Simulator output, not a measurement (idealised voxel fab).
process module | voxel double patterning
cross-section cut | 235 nm wide | cells 5 nm
A cross-section is a grid of square cells, given in bands from the top down. A band is one or more rows of cells.
Each band's line starts with the height of the band's top and of its bottom, in nm. Then come its materials from left to right, each with its width in nm. One material with "throughout" fills the band from edge to edge. "air" is empty space.
Height 0 is the level under which the wafer as received is all one material. The lowest band goes on downwards, as in "0 down".
A width such as "30 to 40" changes by the same amount from each row of cells to the next, from the band's top row to its bottom row.
"no change" after a step means that no cell of the cross-section changed.
closed voids: empty space of 8 cells or more with no open way to the top, each as width x height at its distance from the left edge, in nm
after a step's settings: what the simulator itself notes on the step
overlay nm, on a step with a mask: how far to the right of its planned place the mask lay; to the left if negative
plan
1 op RECEIVE | material Si
2 op CONFORMAL_DEP | material SiN | thk nm 5
3 op DIRECTIONAL_DEP | material SiO2 | thk nm 15
4 op DIRECTIONAL_DEP | material SiCN | thk nm 10
5 op PATTERN | tone open | mask id FIRST | material resist | width nm 15 | pitch nm 50 | thk nm 15 | overlay nm 0
6 op DIRECTIONAL_ETCH | etch materials SiCN | depth nm 10
7 op STRIP | etch materials resist
8 op MASKED_ETCH | tone open | mask id SECOND | width nm 15 | etch materials SiCN | depth nm 10 | overlay nm 0
9 op DIRECTIONAL_ETCH | etch materials SiO2 | depth nm 5
10 op STRIP | etch materials SiCN
varied across the wafers: depth nm of step 9. The plan shows the first wafer's value. All wafers start alike
first wafer as received, after step 1
  0 down: Si throughout
  closed voids: none
first wafer at the end, after step 10
  20 to 15: SiO2 85 | air 15 | SiO2 10 | air 15 | SiO2 10 | air 15 | SiO2 85
  15 to 5: SiO2 throughout
  5 to 0: SiN throughout
  0 down: Si throughout
  closed voids: none
last wafer at the end
  20 to 5: SiO2 85 | air 15 | SiO2 10 | air 15 | SiO2 10 | air 15 | SiO2 85
  5 to 0: SiN throughout
  0 down: Si throughout
  closed voids: none
each wafer at the end: cells of each material gained (+) or lost (-) since it was received, then its closed voids
depth nm 5 | +47 SiN | +132 SiO2 | closed voids: none
depth nm 10 | +47 SiN | +123 SiO2 | closed voids: none
depth nm 15 | +47 SiN | +114 SiO2 | closed voids: none
depth nm 20 | +47 SiN | +114 SiO2 | closed voids: none
depth nm 25 | +47 SiN | +114 SiO2 | closed voids: none
depth nm 30 | +47 SiN | +114 SiO2 | closed voids: none
